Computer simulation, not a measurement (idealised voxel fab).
process module | voxel self aligned contacts
Square cells of 5 nm make up the cross-section cut, whose width is 255 nm.
For the purposes of this document, a cross-section shall be understood as a grid of square cells, specified as bands listed in top-to-bottom order, each band consisting of one or more rows of cells. Top height, bottom height, nm. Materials left to right, width each, nm. Single material + "full width" = fills band edge to edge. "empty" = empty. All heights in this document are referenced to 0, defined as the level beneath which the wafer, as received, consists entirely of one material. The lowest band is not bounded below; it extends indefinitely downward and is written in the form "top 0, no bottom". Quick explanation for "30..40": the width changes in equal steps down the rows of cells, from the first number in the band's top row to the second number in its bottom row. "changes: none" for a step: no cell of the cross-section changed in that step. In "Closed cavity list" the enclosed voids are listed, meaning empty spaces of 8 cells or larger without any opening to the top. The form is width x height at distance, distance from the left edge, units nm. Post-settings text on a step line: simulator's own remark regarding the step. "overlay nm" answers the question of how far to the right of plan the mask lay on a step that has a mask, and when it is negative the answer is to the left.
# Process steps foreseen in the plan
1) RECEIVE [material Si]
2) CONFORMAL_DEP [material SiO2] [thk nm 5]
3) DIRECTIONAL_DEP [material polySi] [thk nm 25]
4) DIRECTIONAL_DEP [material SiN] [thk nm 25]
5) PATTERN [tone cover] [mask id GATE] [material resist] [width nm 15] [pitch nm 60] [thk nm 15] [overlay nm 0]
6) DIRECTIONAL_ETCH [etch materials SiN] [depth nm 25]
7) DIRECTIONAL_ETCH [etch materials polySi] [depth nm 25]
8) STRIP [etch materials resist]
9) CONFORMAL_DEP [material SiN] [thk nm 10]
10) DIRECTIONAL_ETCH [etch materials SiN] [depth nm 10]
11) FILL_DEP [material SiO2] [thk nm 15]
12) CMP [height nm 60]
13) PATTERN [tone open] [mask id CONTACT] [material resist] [width nm 45] [thk nm 15] [overlay nm 0]
14) DIRECTIONAL_ETCH [etch materials SiO2] [depth nm 60]
15) STRIP [etch materials resist]
16) CONFORMAL_DEP [material TiN] [thk nm 5]
17) FILL_DEP [material Ru] [thk nm 5]
18) CMP [height nm 60]
19) CONFORMAL_DEP [material SiCN] [thk nm 5]
varied across the wafers: width nm of step 5. The plan shows the first wafer's value. All wafers start alike
# The first of several wafers in cross-section, exactly as it reached us after step 1
* top 0, no bottom  Si full width
* Closed cavity list: none
# The cross-section of the first of several wafers is given below for the end of the module, after its final step, step 19
* top 65, bottom 60  SiCN full width
* top 60, bottom 55  SiO2 (105), TiN (15), Ru (15), TiN (15), SiO2 (105)
* top 55, bottom 30  SiO2 (80), SiN (35), TiN (5), Ru (15), TiN (5), SiN (35), SiO2 (80)
* top 30, bottom 5  SiO2 (80), SiN (10), polySi (15), SiN (10), TiN (5), Ru (15), TiN (5), SiN (10), polySi (15), SiN (10), SiO2 (80)
* top 5, bottom 0  SiO2 (115), TiN (25), SiO2 (115)
* top 0, no bottom  Si full width
* Closed cavity list: none
# Cross-section at module completion, last wafer
* top 65, bottom 60  SiCN full width
* top 60, bottom 55  SiO2 (105), TiN (45), SiO2 (105)
* top 55, bottom 30  SiO2 (70), SiN (120), SiO2 (65)
* top 30, bottom 5  SiO2 (70), SiN (10), polySi (40), SiN (20), polySi (40), SiN (10), SiO2 (65)
* top 5, bottom 0  SiO2 full width
* top 0, no bottom  Si full width
* Closed cavity list: none
# Rows = wafers. At module end, each row lists per material the cells gained (+) or lost (-) since the wafer was received, then the closed voids
width nm 15, +33 Ru, +51 SiCN, +110 SiN, +408 SiO2, +31 TiN, +30 polySi, Closed cavity list: none
width nm 20, +22 Ru, +51 SiCN, +120 SiN, +399 SiO2, +31 TiN, +40 polySi, Closed cavity list: none
width nm 25, +11 Ru, +51 SiCN, +130 SiN, +390 SiO2, +31 TiN, +50 polySi, Closed cavity list: none
width nm 30, +51 SiCN, +140 SiN, +381 SiO2, +31 TiN, +60 polySi, Closed cavity list: none
width nm 35, +51 SiCN, +150 SiN, +372 SiO2, +20 TiN, +70 polySi, Closed cavity list: none
width nm 40, +51 SiCN, +160 SiN, +363 SiO2, +9 TiN, +80 polySi, Closed cavity list: none
